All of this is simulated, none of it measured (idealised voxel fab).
process module | voxel wiring stack
cross-section cut | 180 nm wide | cells 5 nm
A cross-section is a grid of square cells, given in bands from the top down. A band is one or more rows of cells.
Each band's line starts with the height of the band's top and of its bottom, in nm. Then come its materials from left to right, each with its width in nm. One material with "throughout" fills the band from edge to edge. "air" is empty space.
Height 0 is the level under which the wafer as received is all one material. The lowest band goes on downwards, as in "0 down".
A width such as "30 to 40" changes by the same amount from each row of cells to the next, from the band's top row to its bottom row.
"no change" after a step means that no cell of the cross-section changed.
closed voids: empty space of 8 cells or more with no open way to the top, each as width x height at its distance from the left edge, in nm
after a step's settings: what the simulator itself notes on the step
overlay nm, on a step with a mask: how far to the right of its planned place the mask lay; to the left if negative
plan
1 op RECEIVE | material Si
2 op CONFORMAL_DEP | material SiO2 | thk nm 10
3 op DIRECTIONAL_DEP | material TiN | thk nm 5
4 op DIRECTIONAL_DEP | material W | thk nm 20
5 op MASKED_ETCH | tone cover | mask id METAL_1 | width nm 25 | pitch nm 45 | etch materials W | depth nm 20 | overlay nm 0
6 op MASKED_ETCH | tone cover | mask id METAL_1 | width nm 25 | pitch nm 45 | etch materials TiN | depth nm 5 | overlay nm 0
7 op FILL_DEP | material SiO2 | thk nm 5
8 op CMP | height nm 35
9 op CONFORMAL_DEP | material SiCN | thk nm 5
10 op DIRECTIONAL_DEP | material lowk | thk nm 25
11 op DIRECTIONAL_DEP | material aC | thk nm 15
12 op PATTERN | tone open | mask id METAL_2_HOLES | material resist | width nm 15 | pitch nm 45 | thk nm 30 | overlay nm 0
13 op DIRECTIONAL_ETCH | etch materials aC | depth nm 15
14 op STRIP | etch materials resist
15 op DIRECTIONAL_ETCH | etch materials lowk | depth nm 25
16 op STRIP | etch materials aC
17 op PATTERN | tone open | mask id METAL_2 | material resist | width nm 25 | pitch nm 45 | thk nm 15 | overlay nm 0
18 op DIRECTIONAL_ETCH | etch materials lowk | depth nm 15
19 op DIRECTIONAL_ETCH | etch materials SiCN | depth nm 5
20 op STRIP | etch materials resist
21 op CONFORMAL_DEP | material TiN | thk nm 5
22 op FILL_DEP | material Cu | thk nm 10
23 op CMP | height nm 65
24 op CONFORMAL_DEP | material SiCN | thk nm 5
25 op DIRECTIONAL_DEP | material SiO2 | thk nm 25
26 op MASKED_ETCH | tone open | mask id METAL_3_HOLES | width nm 15 | pitch nm 45 | etch materials SiO2 | depth nm 25 | overlay nm 0
27 op DIRECTIONAL_DEP | material aC | thk nm 15
28 op PATTERN | tone open | mask id METAL_3 | material resist | width nm 25 | pitch nm 45 | thk nm 30 | overlay nm 0
29 op DIRECTIONAL_ETCH | etch materials aC | depth nm 15
30 op STRIP | etch materials resist
31 op DIRECTIONAL_ETCH | etch materials SiO2 | depth nm 15
32 op DIRECTIONAL_ETCH | etch materials SiCN | depth nm 5
33 op STRIP | etch materials aC
34 op CONFORMAL_DEP | material TiN | thk nm 5
35 op FILL_DEP | material Cu | thk nm 5
36 op CMP | height nm 95
37 op CONFORMAL_DEP | material SiCN | thk nm 5
as received, after step 1
  0 down: Si throughout
  closed voids: none
a wafer at the end: this start, this plan, one mistake
  100 to 95: SiCN throughout
  95 to 85: SiO2 55 | TiN 5 | Cu 15 | TiN 5 | SiO2 20 | TiN 5 | Cu 15 | TiN 5 | SiO2 55
  85 to 80: SiO2 55 | TiN 5 | Cu 5 | TiN 15 | SiO2 20 | TiN 5 | Cu 5 | TiN 15 | SiO2 55
  80 to 70: SiO2 55 | TiN 5 | Cu 5 | TiN 5 | SiO2 30 | TiN 5 | Cu 5 | TiN 5 | SiO2 65
  70 to 65: SiCN 55 | TiN 15 | SiCN 30 | TiN 15 | SiCN 65
  65 to 55: lowk 55 | TiN 5 | Cu 15 | TiN 5 | lowk 20 | TiN 5 | Cu 15 | TiN 5 | lowk 55
  55 to 50: lowk 55 | TiN 5 | Cu 5 | TiN 15 | lowk 20 | TiN 5 | Cu 5 | TiN 15 | lowk 55
  50 to 40: lowk 55 | TiN 5 | Cu 5 | TiN 5 | lowk 30 | TiN 5 | Cu 5 | TiN 5 | lowk 65
  40 to 35: SiCN 55 | TiN 15 | SiCN 30 | TiN 15 | SiCN 65
  35 to 15: W 55 | SiO2 25 | W 20 | SiO2 25 | W 55
  15 to 10: TiN throughout
  10 to 0: SiO2 throughout
  0 down: Si throughout
  closed voids: none
what went wrong: step 5 ran as: op MASKED_ETCH | tone open | mask id METAL_1 | width nm 25 | pitch nm 45 | etch materials W | depth nm 20 | overlay nm 0
